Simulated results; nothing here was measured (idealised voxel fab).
Process module, titled voxel quadruple lines
Displayed cross-section: cut, width of 245 nm, square cells sized 5 nm.
Cross-sections here: square-cell grids, written as top-down lists of bands, a band being one or more rows of cells. Band: top height; bottom height; in nm. Then, left to right: material with width in nm, for each material. "edge to edge": a single material spanning edge to edge. "blank": empty space. The reference from which all heights are counted is 0, the level beneath which the as-received wafer is entirely one material; the lowest band, having no lower bound, proceeds downward and is written after the example "from 0 down". The width entry "30 to 40" should be interpreted row by row: the top row of cells in the band takes the first number, the bottom row takes the second number, and the change between adjacent rows is uniform throughout. What does "no change" mean for a step? It means no cell of the cross-section changed in that step. The label "Encapsulated voids" introduces a list of the empty spaces, 8 cells or larger, that have no open way up to the top; each entry in it reads width x height at distance, where the distance is taken from the left edge and all three are stated in nm. On each step's line, the part that comes after the settings is the simulator's own comment on the step. A step's line can hold "overlay nm"; with a mask on that step, the setting says how far right of the planned place the mask lay, while a negative setting says it lay to the left.
### Intended process steps
1. RECEIVE: material Si
2. CONFORMAL_DEP: material Al2O3, thk nm 5
3. DIRECTIONAL_DEP: material Ru, thk nm 10
4. DIRECTIONAL_DEP: material polySi, thk nm 15
5. DIRECTIONAL_DEP: material aC, thk nm 25
6. PATTERN: tone cover, mask id MANDREL, material resist, width nm 35, pitch nm 100, thk nm 30, overlay nm 0
7. DIRECTIONAL_ETCH: etch materials aC, depth nm 25
8. STRIP: etch materials resist
9. CONFORMAL_DEP: material SiO2, thk nm 15
10. DIRECTIONAL_ETCH: etch materials SiO2, depth nm 15
11. STRIP: etch materials aC
12. DIRECTIONAL_ETCH: etch materials polySi, depth nm 15
13. STRIP: etch materials SiO2
14. CONFORMAL_DEP: material SiN, thk nm 10
15. DIRECTIONAL_ETCH: etch materials SiN, depth nm 10
16. STRIP: etch materials polySi
17. DIRECTIONAL_ETCH: etch materials Ru, depth nm 10
18. STRIP: etch materials SiN
19. FILL_DEP: material SiO2, thk nm 5
20. CMP: height nm 15
### As received (post step 1): cross-section
- from 0 down = Si edge to edge
- Encapsulated voids: none
### One mistake in running the module, otherwise start and plan as above: cross-section at the end
- from 15 to 5 = SiO2 (35), Ru (10), SiO2 (15), Ru (10), SiO2 (10), Ru (10), SiO2 (15), Ru (10), SiO2 (20), Ru (10), SiO2 (15), Ru (10), SiO2 (10), Ru (10), SiO2 (15), Ru (10), SiO2 (30)
- from 5 to 0 = Al2O3 edge to edge
- from 0 down = Si edge to edge
- Encapsulated voids: none
Short version of what went wrong: it should be noted that step 6 was executed with settings other than those planned, the operation and settings actually applied being PATTERN: tone cover, mask id MANDREL, material resist, width nm 30, pitch nm 100, thk nm 30, overlay nm 0
